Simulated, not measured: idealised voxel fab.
The process module presented herein is designated voxel wiring stack.
Shown is cross-section cut, with a width of 190 nm and square cells of size 5 nm.
Each cross-section below is a grid of square cells, stated as bands in top-down order, with one or more rows of cells making up each band.
Look at the band entry: it leads with the top's height and the bottom's height in nm. Then it lists the materials left to right, with a width in nm for each. The word "full width" on a single material says that material fills the band edge to edge. The word "air" is empty space.
Beneath 0, the wafer as received is one material, and that level is where height counting begins. The lowest band goes on downward without a bottom; it is written like "0..down".
Width: "30 to 40" (first number = top row, second number = bottom row, same change from row to row of cells).
"no alterations made" after a step means that no cell of the cross-section changed.
This entry, "Cavities, sealed", enumerates those empty regions of no fewer than 8 cells that possess no open connection to the top. Each region is reported in the form width x height at distance, the distance being taken from the left edge, with all three quantities expressed in nm.
Formally, on a step line, whatever follows the settings is a remark that the simulator itself makes on the step.
Among the settings permitted on a step's line is "overlay nm"; applied to a step with a mask, it specifies the extent to which the mask lay to the right of its planned position, whereas a negative figure signifies a position to the left.

# Below is the list of planned process steps
| 1 | op RECEIVE | material Si |
| 2 | op CONFORMAL_DEP | material SiO2 | thk nm 10 |
| 3 | op CONFORMAL_DEP | material SiCN | thk nm 5 |
| 4 | op DIRECTIONAL_DEP | material SiO2 | thk nm 25 |
| 5 | op MASKED_ETCH | tone open | mask id METAL_1 | width nm 30 | pitch nm 55 | etch materials SiO2 | depth nm 25 | overlay nm 0 |
| 6 | op MASKED_ETCH | tone open | mask id METAL_1 | width nm 30 | pitch nm 55 | etch materials SiCN | depth nm 5 | overlay nm 0 |
| 7 | op CONFORMAL_DEP | material TiN | thk nm 5 |
| 8 | op FILL_DEP | material Cu | thk nm 10 |
| 9 | op CMP | height nm 40 |
| 10 | op EPI | material Ru | thk nm 5 |
| 11 | op FILL_DEP | material SiCN | thk nm 5 |
| 12 | op DIRECTIONAL_DEP | material lowk | thk nm 10 |
| 13 | op MASKED_ETCH | tone open | mask id PLUG_1 | width nm 15 | pitch nm 55 | etch materials lowk | depth nm 10 | overlay nm 0 |
| 14 | op MASKED_ETCH | tone open | mask id PLUG_1 | width nm 15 | pitch nm 55 | etch materials SiCN | depth nm 5 | overlay nm 0 |
| 15 | op EPI | material Ru | thk nm 10 |
| 16 | op EPI | material Ru | thk nm 5 |
| 17 | op DIRECTIONAL_DEP | material TiN | thk nm 5 |
| 18 | op DIRECTIONAL_DEP | material W | thk nm 25 |
| 19 | op PATTERN | tone cover | mask id METAL_2 | material resist | width nm 30 | pitch nm 55 | thk nm 20 | overlay nm 0 |
| 20 | op DIRECTIONAL_ETCH | etch materials W | depth nm 25 |
| 21 | op DIRECTIONAL_ETCH | etch materials TiN | depth nm 5 |
| 22 | op STRIP | etch materials resist |
| 23 | op CONFORMAL_DEP | material SiCN | thk nm 5 |
| 24 | op FILL_DEP | material lowk | thk nm 5 |
| 25 | op CMP | height nm 90 |
| 26 | op CONFORMAL_DEP | material SiCN | thk nm 5 |
| 27 | op DIRECTIONAL_DEP | material lowk | thk nm 15 |
| 28 | op DIRECTIONAL_DEP | material aC | thk nm 15 |
| 29 | op PATTERN | tone open | mask id PLUG_2 | material resist | width nm 15 | thk nm 30 | overlay nm 0 |
| 30 | op DIRECTIONAL_ETCH | etch materials aC | depth nm 15 |
| 31 | op STRIP | etch materials resist |
| 32 | op DIRECTIONAL_ETCH | etch materials lowk | depth nm 15 |
| 33 | op DIRECTIONAL_ETCH | etch materials SiCN | depth nm 5 |
| 34 | op STRIP | etch materials aC |
| 35 | op EPI | material Ru | thk nm 10 |
| 36 | op EPI | material Ru | thk nm 10 |
| 37 | op DIRECTIONAL_DEP | material TiN | thk nm 5 |
| 38 | op DIRECTIONAL_DEP | material Ru | thk nm 15 |
| 39 | op DIRECTIONAL_DEP | material aC | thk nm 15 |
| 40 | op PATTERN | tone cover | mask id METAL_3 | material resist | width nm 30 | pitch nm 55 | thk nm 30 | overlay nm 0 |
| 41 | op DIRECTIONAL_ETCH | etch materials aC | depth nm 15 |
| 42 | op STRIP | etch materials resist |
| 43 | op DIRECTIONAL_ETCH | etch materials Ru | depth nm 15 |
| 44 | op DIRECTIONAL_ETCH | etch materials TiN | depth nm 5 |
| 45 | op STRIP | etch materials aC |
| 46 | op CONFORMAL_DEP | material SiN | thk nm 5 |
| 47 | op FILL_DEP | material SiO2 | thk nm 10 |
| 48 | op CMP | height nm 130 |
| 49 | op CONFORMAL_DEP | material SiN | thk nm 5 |

# The first of the two wafers, which ran as planned

# Received-state cross-section, reflecting completion of step 1
  0..down: Si full width
  Cavities, sealed: none

# You're looking at a cross-section of the wafer after step 2
  10..0: SiO2 full width
  Nothing below the height 0 has changed.

# You're looking at a cross-section of the wafer after step 3
  15..10: SiCN full width
  Nothing below the height 10 has changed.

# You're looking at a cross-section of the wafer after step 4
  40..15: SiO2 full width
  Nothing below the height 15 has changed.

# You're looking at a cross-section of the wafer after step 5
  40..15: SiO2 50 nm, air 30 nm, SiO2 25 nm, air 30 nm, SiO2 55 nm
  Nothing below the height 15 has changed.

# You're looking at a cross-section of the wafer after step 6
  40..15: SiO2 50 nm, air 30 nm, SiO2 25 nm, air 30 nm, SiO2 55 nm
  15..10: SiCN 50 nm, air 30 nm, SiCN 25 nm, air 30 nm, SiCN 55 nm
  Nothing below the height 10 has changed.

# You're looking at a cross-section of the wafer after step 7
  45..40: TiN 55 nm, air 20 nm, TiN 35 nm, air 20 nm, TiN 60 nm
  40..15: SiO2 50 nm, TiN 5 nm, air 20 nm, TiN 5 nm, SiO2 25 nm, TiN 5 nm, air 20 nm, TiN 5 nm, SiO2 55 nm
  15..10: SiCN 50 nm, TiN 30 nm, SiCN 25 nm, TiN 30 nm, SiCN 55 nm
  Nothing below the height 10 has changed.

# You're looking at a cross-section of the wafer after step 8
  55..45: Cu full width
  45..40: TiN 55 nm, Cu 20 nm, TiN 35 nm, Cu 20 nm, TiN 60 nm
  40..15: SiO2 50 nm, TiN 5 nm, Cu 20 nm, TiN 5 nm, SiO2 25 nm, TiN 5 nm, Cu 20 nm, TiN 5 nm, SiO2 55 nm
  Nothing below the height 15 has changed.

# You're looking at a cross-section of the wafer after step 9
  40..15: SiO2 50 nm, TiN 5 nm, Cu 20 nm, TiN 5 nm, SiO2 25 nm, TiN 5 nm, Cu 20 nm, TiN 5 nm, SiO2 55 nm
  Nothing below the height 15 has changed.

# You're looking at a cross-section of the wafer after step 10
  45..40: air 45 nm, Ru 40 nm, air 15 nm, Ru 40 nm, air 50 nm
  Nothing below the height 40 has changed.

# You're looking at a cross-section of the wafer after step 11
  50..45: SiCN full width
  45..40: SiCN 45 nm, Ru 40 nm, SiCN 15 nm, Ru 40 nm, SiCN 50 nm
  Nothing below the height 40 has changed.

# You're looking at a cross-section of the wafer after step 12
  60..50: lowk full width
  Nothing below the height 50 has changed.

# You're looking at a cross-section of the wafer after step 13
  60..50: lowk 50 nm, air 15 nm, lowk 40 nm, air 15 nm, lowk 70 nm
  Nothing below the height 50 has changed.

# You're looking at a cross-section of the wafer after step 14
  60..50: lowk 50 nm, air 15 nm, lowk 40 nm, air 15 nm, lowk 70 nm
  50..45: SiCN 50 nm, air 15 nm, SiCN 40 nm, air 15 nm, SiCN 70 nm
  Nothing below the height 45 has changed.

# You're looking at a cross-section of the wafer after step 15
  60..55: lowk 50 nm, air 15 nm, lowk 40 nm, air 15 nm, lowk 70 nm
  55..50: lowk 50 nm, Ru 15 nm, lowk 40 nm, Ru 15 nm, lowk 70 nm
  50..40: SiCN 50 to 45 nm, Ru 15 to 40 nm, SiCN 40 to 15 nm, Ru 15 to 40 nm, SiCN 70 to 50 nm
  Nothing below the height 40 has changed.

# You're looking at a cross-section of the wafer after step 16
  60..50: lowk 50 nm, Ru 15 nm, lowk 40 nm, Ru 15 nm, lowk 70 nm
  Nothing below the height 50 has changed.

# You're looking at a cross-section of the wafer after step 17
  65..60: TiN full width
  Nothing below the height 60 has changed.

# You're looking at a cross-section of the wafer after step 18
  90..65: W full width
  Nothing below the height 65 has changed.

# You're looking at a cross-section of the wafer after step 19
  110..90: air 50 nm, resist 30 nm, air 25 nm, resist 30 nm, air 55 nm
  Nothing below the height 90 has changed.

# You're looking at a cross-section of the wafer after step 20
  110..90: air 50 nm, resist 30 nm, air 25 nm, resist 30 nm, air 55 nm
  90..65: air 50 nm, W 30 nm, air 25 nm, W 30 nm, air 55 nm
  Nothing below the height 65 has changed.

# You're looking at a cross-section of the wafer after step 21
  110..90: air 50 nm, resist 30 nm, air 25 nm, resist 30 nm, air 55 nm
  90..65: air 50 nm, W 30 nm, air 25 nm, W 30 nm, air 55 nm
  65..60: air 50 nm, TiN 30 nm, air 25 nm, TiN 30 nm, air 55 nm
  Nothing below the height 60 has changed.

# You're looking at a cross-section of the wafer after step 22
  90..65: air 50 nm, W 30 nm, air 25 nm, W 30 nm, air 55 nm
  Nothing below the height 65 has changed.

# You're looking at a cross-section of the wafer after step 23
  95..90: air 45 nm, SiCN 40 nm, air 15 nm, SiCN 40 nm, air 50 nm
  90..65: air 45 nm, SiCN 5 nm, W 30 nm, SiCN 5 nm, air 15 nm, SiCN 5 nm, W 30 nm, SiCN 5 nm, air 50 nm
  65..60: SiCN 50 nm, TiN 30 nm, SiCN 25 nm, TiN 30 nm, SiCN 55 nm
  Nothing below the height 60 has changed.

# You're looking at a cross-section of the wafer after step 24
  100..95: lowk full width
  95..90: lowk 45 nm, SiCN 40 nm, lowk 15 nm, SiCN 40 nm, lowk 50 nm
  90..65: lowk 45 nm, SiCN 5 nm, W 30 nm, SiCN 5 nm, lowk 15 nm, SiCN 5 nm, W 30 nm, SiCN 5 nm, lowk 50 nm
  Nothing below the height 65 has changed.

# You're looking at a cross-section of the wafer after step 25
  90..65: lowk 45 nm, SiCN 5 nm, W 30 nm, SiCN 5 nm, lowk 15 nm, SiCN 5 nm, W 30 nm, SiCN 5 nm, lowk 50 nm
  Nothing below the height 65 has changed.

# You're looking at a cross-section of the wafer after step 26
  95..90: SiCN full width
  Nothing below the height 90 has changed.

# You're looking at a cross-section of the wafer after step 27
  110..95: lowk full width
  Nothing below the height 95 has changed.

# You're looking at a cross-section of the wafer after step 28
  125..110: aC full width
  Nothing below the height 110 has changed.

# You're looking at a cross-section of the wafer after step 29
  155..125: resist 50 nm, air 15 nm, resist 125 nm
  Nothing below the height 125 has changed.

# You're looking at a cross-section of the wafer after step 30
  140..125: resist 50 nm, air 15 nm, resist 125 nm
  125..110: aC 50 nm, air 15 nm, aC 125 nm
  Nothing below the height 110 has changed.

# You're looking at a cross-section of the wafer after step 31
  125..110: aC 50 nm, air 15 nm, aC 125 nm
  Nothing below the height 110 has changed.

# You're looking at a cross-section of the wafer after step 32
  125..110: aC 50 nm, air 15 nm, aC 125 nm
  110..95: lowk 50 nm, air 15 nm, lowk 125 nm
  Nothing below the height 95 has changed.

# You're looking at a cross-section of the wafer after step 33
  125..110: aC 50 nm, air 15 nm, aC 125 nm
  110..95: lowk 50 nm, air 15 nm, lowk 125 nm
  95..90: SiCN 50 nm, air 15 nm, SiCN 125 nm
  Nothing below the height 90 has changed.

# You're looking at a cross-section of the wafer after step 34
  110..95: lowk 50 nm, air 15 nm, lowk 125 nm
  Nothing below the height 95 has changed.

# You're looking at a cross-section of the wafer after step 35
  110..100: lowk 50 nm, air 15 nm, lowk 125 nm
  100..95: lowk 50 nm, Ru 15 nm, lowk 125 nm
  95..90: SiCN 50 nm, Ru 15 nm, SiCN 125 nm
  Nothing below the height 90 has changed.

# You're looking at a cross-section of the wafer after step 36
  110..95: lowk 50 nm, Ru 15 nm, lowk 125 nm
  Nothing below the height 95 has changed.

# You're looking at a cross-section of the wafer after step 37
  115..110: TiN full width
  Nothing below the height 110 has changed.

# You're looking at a cross-section of the wafer after step 38
  130..115: Ru full width
  Nothing below the height 115 has changed.

# You're looking at a cross-section of the wafer after step 39
  145..130: aC full width
  Nothing below the height 130 has changed.

# You're looking at a cross-section of the wafer after step 40
  175..145: air 50 nm, resist 30 nm, air 25 nm, resist 30 nm, air 55 nm
  Nothing below the height 145 has changed.

# You're looking at a cross-section of the wafer after step 41
  160..145: air 50 nm, resist 30 nm, air 25 nm, resist 30 nm, air 55 nm
  145..130: air 50 nm, aC 30 nm, air 25 nm, aC 30 nm, air 55 nm
  Nothing below the height 130 has changed.

# You're looking at a cross-section of the wafer after step 42
  145..130: air 50 nm, aC 30 nm, air 25 nm, aC 30 nm, air 55 nm
  Nothing below the height 130 has changed.

# You're looking at a cross-section of the wafer after step 43
  145..130: air 50 nm, aC 30 nm, air 25 nm, aC 30 nm, air 55 nm
  130..115: air 50 nm, Ru 30 nm, air 25 nm, Ru 30 nm, air 55 nm
  Nothing below the height 115 has changed.

# You're looking at a cross-section of the wafer after step 44
  145..130: air 50 nm, aC 30 nm, air 25 nm, aC 30 nm, air 55 nm
  130..115: air 50 nm, Ru 30 nm, air 25 nm, Ru 30 nm, air 55 nm
  115..110: air 50 nm, TiN 30 nm, air 25 nm, TiN 30 nm, air 55 nm
  Nothing below the height 110 has changed.

# You're looking at a cross-section of the wafer after step 45
  130..115: air 50 nm, Ru 30 nm, air 25 nm, Ru 30 nm, air 55 nm
  Nothing below the height 115 has changed.

# You're looking at a cross-section of the wafer after step 46
  135..130: air 45 nm, SiN 40 nm, air 15 nm, SiN 40 nm, air 50 nm
  130..115: air 45 nm, SiN 5 nm, Ru 30 nm, SiN 5 nm, air 15 nm, SiN 5 nm, Ru 30 nm, SiN 5 nm, air 50 nm
  115..110: SiN 50 nm, TiN 30 nm, SiN 25 nm, TiN 30 nm, SiN 55 nm
  Nothing below the height 110 has changed.

# You're looking at a cross-section of the wafer after step 47
  145..135: SiO2 full width
  135..130: SiO2 45 nm, SiN 40 nm, SiO2 15 nm, SiN 40 nm, SiO2 50 nm
  130..115: SiO2 45 nm, SiN 5 nm, Ru 30 nm, SiN 5 nm, SiO2 15 nm, SiN 5 nm, Ru 30 nm, SiN 5 nm, SiO2 50 nm
  Nothing below the height 115 has changed.

# You're looking at a cross-section of the wafer after step 48
  130..115: SiO2 45 nm, SiN 5 nm, Ru 30 nm, SiN 5 nm, SiO2 15 nm, SiN 5 nm, Ru 30 nm, SiN 5 nm, SiO2 50 nm
  Nothing below the height 115 has changed.

# You're looking at a cross-section of the wafer after step 49
  135..130: SiN full width
  Nothing below the height 130 has changed.

# Companion wafer, the second of two: same beginning, same intended sequence, one mistake in carrying it out; through step 17 inclusive it tracks the first exactly

# The second wafer cut through, at the time step 18 was supposed to be finished
  90..65: SiN full width
  Nothing below the height 65 has changed.

# The second wafer cut through, at the time step 19 was supposed to be finished
  110..90: air 50 nm, resist 30 nm, air 25 nm, resist 30 nm, air 55 nm
  Nothing below the height 90 has changed.

The second wafer cut through, at the time step 20 was supposed to be finished: no alterations made

The second wafer cut through, at the time step 21 was supposed to be finished: no alterations made

# The second wafer cut through, at the time step 22 was supposed to be finished
  90..65: SiN full width
  Nothing below the height 65 has changed.

# The second wafer cut through, at the time step 23 was supposed to be finished
  95..90: SiCN full width
  Nothing below the height 90 has changed.

# The second wafer cut through, at the time step 24 was supposed to be finished
  100..95: lowk full width
  Nothing below the height 95 has changed.

# The second wafer cut through, at the time step 25 was supposed to be finished
  90..65: SiN full width
  Nothing below the height 65 has changed.

# The second wafer cut through, at the time step 26 was supposed to be finished
  95..90: SiCN full width
  Nothing below the height 90 has changed.

# The second wafer cut through, at the time step 27 was supposed to be finished
  110..95: lowk full width
  Nothing below the height 95 has changed.

# The second wafer cut through, at the time step 28 was supposed to be finished
  125..110: aC full width
  Nothing below the height 110 has changed.

# The second wafer cut through, at the time step 29 was supposed to be finished
  155..125: resist 50 nm, air 15 nm, resist 125 nm
  Nothing below the height 125 has changed.

# The second wafer cut through, at the time step 30 was supposed to be finished
  140..125: resist 50 nm, air 15 nm, resist 125 nm
  125..110: aC 50 nm, air 15 nm, aC 125 nm
  Nothing below the height 110 has changed.

# The second wafer cut through, at the time step 31 was supposed to be finished
  125..110: aC 50 nm, air 15 nm, aC 125 nm
  Nothing below the height 110 has changed.

# The second wafer cut through, at the time step 32 was supposed to be finished
  125..110: aC 50 nm, air 15 nm, aC 125 nm
  110..95: lowk 50 nm, air 15 nm, lowk 125 nm
  Nothing below the height 95 has changed.

# The second wafer cut through, at the time step 33 was supposed to be finished
  125..110: aC 50 nm, air 15 nm, aC 125 nm
  110..95: lowk 50 nm, air 15 nm, lowk 125 nm
  95..90: SiCN 50 nm, air 15 nm, SiCN 125 nm
  Nothing below the height 90 has changed.

# The second wafer cut through, at the time step 34 was supposed to be finished
  110..95: lowk 50 nm, air 15 nm, lowk 125 nm
  Nothing below the height 95 has changed.

The second wafer cut through, at the time step 35 was supposed to be finished: no alterations made

The second wafer cut through, at the time step 36 was supposed to be finished: no alterations made

# The second wafer cut through, at the time step 37 was supposed to be finished
  115..110: TiN 50 nm, air 15 nm, TiN 125 nm
  110..95: lowk 50 nm, air 15 nm, lowk 125 nm
  95..90: SiCN 50 nm, TiN 15 nm, SiCN 125 nm
  Nothing below the height 90 has changed.

# The second wafer cut through, at the time step 38 was supposed to be finished
  130..115: Ru 50 nm, air 15 nm, Ru 125 nm
  115..110: TiN 50 nm, air 15 nm, TiN 125 nm
  110..95: lowk 50 nm, Ru 15 nm, lowk 125 nm
  Nothing below the height 95 has changed.

# The second wafer cut through, at the time step 39 was supposed to be finished
  145..130: aC 50 nm, air 15 nm, aC 125 nm
  130..125: Ru 50 nm, air 15 nm, Ru 125 nm
  125..115: Ru 50 nm, aC 15 nm, Ru 125 nm
  115..110: TiN 50 nm, aC 15 nm, TiN 125 nm
  Nothing below the height 110 has changed.

# The second wafer cut through, at the time step 40 was supposed to be finished
  175..145: air 50 nm, resist 30 nm, air 25 nm, resist 30 nm, air 55 nm
  145..130: aC 50 nm, resist 15 nm, aC 125 nm
  130..125: Ru 50 nm, resist 15 nm, Ru 125 nm
  Nothing below the height 125 has changed.

# The second wafer cut through, at the time step 41 was supposed to be finished
  160..145: air 50 nm, resist 30 nm, air 25 nm, resist 30 nm, air 55 nm
  145..130: air 50 nm, resist 15 nm, aC 15 nm, air 25 nm, aC 30 nm, air 55 nm
  Nothing below the height 130 has changed.

# The second wafer cut through, at the time step 42 was supposed to be finished
  145..130: air 65 nm, aC 15 nm, air 25 nm, aC 30 nm, air 55 nm
  130..125: Ru 50 nm, air 15 nm, Ru 125 nm
  Nothing below the height 125 has changed.

# The second wafer cut through, at the time step 43 was supposed to be finished
  145..130: air 65 nm, aC 15 nm, air 25 nm, aC 30 nm, air 55 nm
  130..125: air 65 nm, Ru 15 nm, air 25 nm, Ru 30 nm, air 55 nm
  125..115: air 50 nm, aC 15 nm, Ru 15 nm, air 25 nm, Ru 30 nm, air 55 nm
  Nothing below the height 115 has changed.

# The second wafer cut through, at the time step 44 was supposed to be finished
  145..130: air 65 nm, aC 15 nm, air 25 nm, aC 30 nm, air 55 nm
  130..125: air 65 nm, Ru 15 nm, air 25 nm, Ru 30 nm, air 55 nm
  125..115: air 50 nm, aC 15 nm, Ru 15 nm, air 25 nm, Ru 30 nm, air 55 nm
  115..110: air 50 nm, aC 15 nm, TiN 15 nm, air 25 nm, TiN 30 nm, air 55 nm
  Nothing below the height 110 has changed.

# The second wafer cut through, at the time step 45 was supposed to be finished
  130..115: air 65 nm, Ru 15 nm, air 25 nm, Ru 30 nm, air 55 nm
  115..110: air 65 nm, TiN 15 nm, air 25 nm, TiN 30 nm, air 55 nm
  Nothing below the height 110 has changed.

# The second wafer cut through, at the time step 46 was supposed to be finished
  135..130: air 60 nm, SiN 25 nm, air 15 nm, SiN 40 nm, air 50 nm
  130..115: air 60 nm, SiN 5 nm, Ru 15 nm, SiN 5 nm, air 15 nm, SiN 5 nm, Ru 30 nm, SiN 5 nm, air 50 nm
  115..110: SiN 65 nm, TiN 15 nm, SiN 25 nm, TiN 30 nm, SiN 55 nm
  Nothing below the height 110 has changed.

# The second wafer cut through, at the time step 47 was supposed to be finished
  145..135: SiO2 full width
  135..130: SiO2 60 nm, SiN 25 nm, SiO2 15 nm, SiN 40 nm, SiO2 50 nm
  130..115: SiO2 60 nm, SiN 5 nm, Ru 15 nm, SiN 5 nm, SiO2 15 nm, SiN 5 nm, Ru 30 nm, SiN 5 nm, SiO2 50 nm
  Nothing below the height 115 has changed.

# The second wafer cut through, at the time step 48 was supposed to be finished
  130..115: SiO2 60 nm, SiN 5 nm, Ru 15 nm, SiN 5 nm, SiO2 15 nm, SiN 5 nm, Ru 30 nm, SiN 5 nm, SiO2 50 nm
  Nothing below the height 115 has changed.

# The second wafer cut through, at the time step 49 was supposed to be finished
  135..130: SiN full width
  Nothing below the height 130 has changed.
Deviation from plan: step 18 did not use the planned setting and instead ran as op DIRECTIONAL_DEP | material SiN | thk nm 25
Wrapping up, a cell-based count of both wafers puts the second over or under the first for these materials: Ru -12 | SiCN -46 | SiN +193 | SiO2 +9 | TiN +26 | W -60 | lowk -110
